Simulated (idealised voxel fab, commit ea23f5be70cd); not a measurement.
This section sets out a process module, namely voxel quadruple lines.
Each square cell in cross-section cut measures 5 nm, and the section as a whole is 295 nm wide.
Cross-section, as written here: a square-cell grid given band by band from the top down, where a band holds one or more rows of cells. Read a band's entry like this: the first values are the height of its top and the height of its bottom in nm, and what follows is the sequence of materials from left to right, each with its width in nm. Note that "air" is empty space, and that a single material marked "everywhere" reaches across the band from edge to edge. The reference from which all heights are counted is 0, the level beneath which the as-received wafer is entirely one material; the lowest band, having no lower bound, proceeds downward and is written after the example "top 0, no bottom". It should be noted that a width expressed as "30->40" varies in equal increments from row to row of cells within the band, taking the value of the first number at the top row and that of the second number at the bottom row. Given "nothing got changed" for a step, no cell of the cross-section differs between before and after that step. Listed in "Enclosed void inventory": every empty space of 8 or more cells without an open way to the top. Form: width x height at distance, the distance being from the left edge, all in nm. Text after the settings on a step's line: the simulator's own remark on that step. overlay nm: mask right of planned place by this much (step with mask). Neg. = left.
plan
1: op RECEIVE | material Si
2: op CONFORMAL_DEP | material Al2O3 | thk nm 5
3: op DIRECTIONAL_DEP | material TiN | thk nm 15
4: op DIRECTIONAL_DEP | material polySi | thk nm 20
5: op DIRECTIONAL_DEP | material aC | thk nm 20
6: op PATTERN | tone cover | mask id MANDREL | material resist | width nm 20 | thk nm 30 | overlay nm 0
7: op DIRECTIONAL_ETCH | etch materials aC | depth nm 20
8: op STRIP | etch materials resist
9: op CONFORMAL_DEP | material SiO2 | thk nm 10
10: op DIRECTIONAL_ETCH | etch materials SiO2 | depth nm 10
11: op STRIP | etch materials aC
12: op DIRECTIONAL_ETCH | etch materials polySi | depth nm 20
13: op STRIP | etch materials SiO2
14: op CONFORMAL_DEP | material SiCN | thk nm 5
15: op DIRECTIONAL_ETCH | etch materials SiCN | depth nm 5
16: op STRIP | etch materials polySi
17: op DIRECTIONAL_ETCH | etch materials TiN | depth nm 15
18: op STRIP | etch materials SiCN
Wafer, first of two, run as planned
As-received wafer cross-section (after step 1)
	top 0, no bottom = Si everywhere
	Enclosed void inventory: none
After step 2, in cross-section
	top 5, bottom 0 = Al2O3 everywhere
	Under 0: no change, same as before.
After step 3, in cross-section
	top 20, bottom 5 = TiN everywhere
	Under 5: no change, same as before.
After step 4, in cross-section
	top 40, bottom 20 = polySi everywhere
	Under 20: no change, same as before.
After step 5, in cross-section
	top 60, bottom 40 = aC everywhere
	Under 40: no change, same as before.
After step 6, in cross-section
	top 90, bottom 60 = air 135 nm, then resist 20 nm, then air 140 nm
	Under 60: no change, same as before.
After step 7, in cross-section
	top 70, bottom 60 = air 135 nm, then resist 20 nm, then air 140 nm
	top 60, bottom 40 = air 135 nm, then aC 20 nm, then air 140 nm
	Under 40: no change, same as before.
After step 8, in cross-section
	top 60, bottom 40 = air 135 nm, then aC 20 nm, then air 140 nm
	Under 40: no change, same as before.
After step 9, in cross-section
	top 70, bottom 60 = air 125 nm, then SiO2 40 nm, then air 130 nm
	top 60, bottom 50 = air 125 nm, then SiO2 10 nm, then aC 20 nm, then SiO2 10 nm, then air 130 nm
	top 50, bottom 40 = SiO2 135 nm, then aC 20 nm, then SiO2 140 nm
	Under 40: no change, same as before.
After step 10, in cross-section
	top 60, bottom 40 = air 125 nm, then SiO2 10 nm, then aC 20 nm, then SiO2 10 nm, then air 130 nm
	Under 40: no change, same as before.
After step 11, in cross-section
	top 60, bottom 40 = air 125 nm, then SiO2 10 nm, then air 20 nm, then SiO2 10 nm, then air 130 nm
	Under 40: no change, same as before.
After step 12, in cross-section
	top 60, bottom 40 = air 125 nm, then SiO2 10 nm, then air 20 nm, then SiO2 10 nm, then air 130 nm
	top 40, bottom 20 = air 125 nm, then polySi 10 nm, then air 20 nm, then polySi 10 nm, then air 130 nm
	Under 20: no change, same as before.
After step 13, in cross-section
	top 40, bottom 20 = air 125 nm, then polySi 10 nm, then air 20 nm, then polySi 10 nm, then air 130 nm
	Under 20: no change, same as before.
After step 14, in cross-section
	top 45, bottom 40 = air 120 nm, then SiCN 20 nm, then air 10 nm, then SiCN 20 nm, then air 125 nm
	top 40, bottom 25 = air 120 nm, then SiCN 5 nm, then polySi 10 nm, then SiCN 5 nm, then air 10 nm, then SiCN 5 nm, then polySi 10 nm, then SiCN 5 nm, then air 125 nm
	top 25, bottom 20 = SiCN 125 nm, then polySi 10 nm, then SiCN 20 nm, then polySi 10 nm, then SiCN 130 nm
	Under 20: no change, same as before.
After step 15, in cross-section
	top 40, bottom 20 = air 120 nm, then SiCN 5 nm, then polySi 10 nm, then SiCN 5 nm, then air 10 nm, then SiCN 5 nm, then polySi 10 nm, then SiCN 5 nm, then air 125 nm
	Under 20: no change, same as before.
After step 16, in cross-section
	top 40, bottom 20 = air 120 nm, then SiCN 5 nm, then air 10 nm, then SiCN 5 nm, then air 10 nm, then SiCN 5 nm, then air 10 nm, then SiCN 5 nm, then air 125 nm
	Under 20: no change, same as before.
After step 17, in cross-section
	top 40, bottom 20 = air 120 nm, then SiCN 5 nm, then air 10 nm, then SiCN 5 nm, then air 10 nm, then SiCN 5 nm, then air 10 nm, then SiCN 5 nm, then air 125 nm
	top 20, bottom 5 = air 120 nm, then TiN 5 nm, then air 10 nm, then TiN 5 nm, then air 10 nm, then TiN 5 nm, then air 10 nm, then TiN 5 nm, then air 125 nm
	Under 5: no change, same as before.
After step 18, in cross-section
	top 20, bottom 5 = air 120 nm, then TiN 5 nm, then air 10 nm, then TiN 5 nm, then air 10 nm, then TiN 5 nm, then air 10 nm, then TiN 5 nm, then air 125 nm
	Under 5: no change, same as before.
Second Wafer (Identical Start and Plan, One Processing Error; Matches First Wafer Through Step 3)
Second wafer profile in section, at the moment step 4 of the plan was meant to be complete
	top 40, bottom 20 = aC everywhere
	Under 20: no change, same as before.
Second wafer profile in section, at the moment step 5 of the plan was meant to be complete
	top 60, bottom 40 = polySi everywhere
	Under 40: no change, same as before.
Second wafer profile in section, at the moment step 6 of the plan was meant to be complete
	top 90, bottom 60 = air 135 nm, then resist 20 nm, then air 140 nm
	Under 60: no change, same as before.
Second wafer profile in section, at the moment step 7 of the plan was meant to be complete
	top 70, bottom 60 = air 135 nm, then resist 20 nm, then air 140 nm
	Under 60: no change, same as before.
Second wafer profile in section, at the moment step 8 of the plan was meant to be complete
	top 60, bottom 40 = polySi everywhere
	Under 40: no change, same as before.
Second wafer profile in section, at the moment step 9 of the plan was meant to be complete
	top 70, bottom 60 = SiO2 everywhere
	Under 60: no change, same as before.
Second wafer profile in section, at the moment step 10 of the plan was meant to be complete
	top 60, bottom 40 = polySi everywhere
	Under 40: no change, same as before.
Second wafer profile in section, at the moment step 11 of the plan was meant to be complete: nothing got changed
Second wafer profile in section, at the moment step 12 of the plan was meant to be complete
	top 40, bottom 20 = aC everywhere
	Under 20: no change, same as before.
Second wafer profile in section, at the moment step 13 of the plan was meant to be complete: nothing got changed
Second wafer profile in section, at the moment step 14 of the plan was meant to be complete
	top 45, bottom 40 = SiCN everywhere
	Under 40: no change, same as before.
Second wafer profile in section, at the moment step 15 of the plan was meant to be complete
	top 40, bottom 20 = aC everywhere
	Under 20: no change, same as before.
Second wafer profile in section, at the moment step 16 of the plan was meant to be complete: nothing got changed
Second wafer profile in section, at the moment step 17 of the plan was meant to be complete: nothing got changed
Second wafer profile in section, at the moment step 18 of the plan was meant to be complete: nothing got changed
It is concluded that the wafer was processed incorrectly with respect to the plan, in that contrary to the plan, steps 4 and 5 were processed in exchanged order
Final comparison by cell count, materials where the second wafer has more or fewer than the first: TiN: 165 more; aC: 236 more
